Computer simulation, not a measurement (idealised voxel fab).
process module | voxel wiring stack
cross-section cut | 175 nm wide | cells 5 nm
A cross-section is a grid of square cells, given in bands from the top down. A band is one or more rows of cells.
Each band's line starts with the height of the band's top and of its bottom, in nm. Then come its materials from left to right, each with its width in nm. One material with "throughout" fills the band from edge to edge. "air" is empty space.
Height 0 is the level under which the wafer as received is all one material. The lowest band goes on downwards, as in "0 down".
A width such as "30 to 40" changes by the same amount from each row of cells to the next, from the band's top row to its bottom row.
"no change" after a step means that no cell of the cross-section changed.
closed voids: empty space of 8 cells or more with no open way to the top, each as width x height at its distance from the left edge, in nm
after a step's settings: what the simulator itself notes on the step
overlay nm, on a step with a mask: how far to the right of its planned place the mask lay; to the left if negative
plan
1 op RECEIVE | material Si
2 op CONFORMAL_DEP | material SiO2 | thk nm 15
3 op DIRECTIONAL_DEP | material TiN | thk nm 5
4 op DIRECTIONAL_DEP | material Ru | thk nm 25
5 op DIRECTIONAL_DEP | material aC | thk nm 15
6 op PATTERN | tone cover | mask id METAL_1 | material resist | width nm 30 | pitch nm 50 | thk nm 30 | overlay nm 0
7 op DIRECTIONAL_ETCH | etch materials aC | depth nm 15
8 op STRIP | etch materials resist
9 op DIRECTIONAL_ETCH | etch materials Ru | depth nm 25
10 op DIRECTIONAL_ETCH | etch materials TiN | depth nm 5
11 op STRIP | etch materials aC
12 op FILL_DEP | material lowk | thk nm 10
13 op CMP | height nm 45
14 op CONFORMAL_DEP | material SiCN | thk nm 5
15 op DIRECTIONAL_DEP | material SiO2 | thk nm 30
16 op MASKED_ETCH | tone open | mask id METAL_2 | width nm 30 | pitch nm 50 | etch materials SiO2 | depth nm 15 | overlay nm 0
17 op PATTERN | tone open | mask id METAL_2_HOLES | material resist | width nm 15 | pitch nm 50 | thk nm 20 | overlay nm 0
18 op DIRECTIONAL_ETCH | etch materials SiO2 | depth nm 15
19 op DIRECTIONAL_ETCH | etch materials SiCN | depth nm 5
20 op STRIP | etch materials resist
21 op CONFORMAL_DEP | material TiN | thk nm 5
22 op FILL_DEP | material Ru | thk nm 10
23 op CMP | height nm 80
24 op CONFORMAL_DEP | material SiCN | thk nm 5
25 op DIRECTIONAL_DEP | material lowk | thk nm 10
26 op PATTERN | tone open | mask id PLUG_2 | material resist | width nm 15 | thk nm 20 | overlay nm 0
27 op DIRECTIONAL_ETCH | etch materials lowk | depth nm 10
28 op DIRECTIONAL_ETCH | etch materials SiCN | depth nm 5
29 op STRIP | etch materials resist
30 op EPI | material Ru | thk nm 10
31 op EPI | material Ru | thk nm 5
32 op DIRECTIONAL_DEP | material TiN | thk nm 5
33 op DIRECTIONAL_DEP | material Ru | thk nm 20
34 op DIRECTIONAL_DEP | material aC | thk nm 10
35 op PATTERN | tone cover | mask id METAL_3 | material resist | width nm 30 | pitch nm 50 | thk nm 30 | overlay nm 0
36 op DIRECTIONAL_ETCH | etch materials aC | depth nm 10
37 op STRIP | etch materials resist
38 op DIRECTIONAL_ETCH | etch materials Ru | depth nm 20
39 op DIRECTIONAL_ETCH | etch materials TiN | depth nm 5
40 op STRIP | etch materials aC
41 op FILL_DEP | material lowk | thk nm 5
42 op CMP | height nm 120
43 op CONFORMAL_DEP | material SiCN | thk nm 5
varied across the wafers: width nm of step 26. The plan shows the first wafer's value. All wafers start alike
first wafer as received, after step 1
  0 down: Si throughout
  closed voids: none
each wafer at the end: cells of each material gained (+) or lost (-) since it was received, then its closed voids
width nm 15 | +141 Ru | +96 SiCN | +261 SiO2 | +60 TiN | +317 lowk | closed voids: none
width nm 20 | +144 Ru | +95 SiCN | +261 SiO2 | +60 TiN | +315 lowk | closed voids: none
width nm 25 | +147 Ru | +94 SiCN | +261 SiO2 | +60 TiN | +313 lowk | closed voids: none
width nm 30 | +150 Ru | +93 SiCN | +261 SiO2 | +60 TiN | +311 lowk | closed voids: none
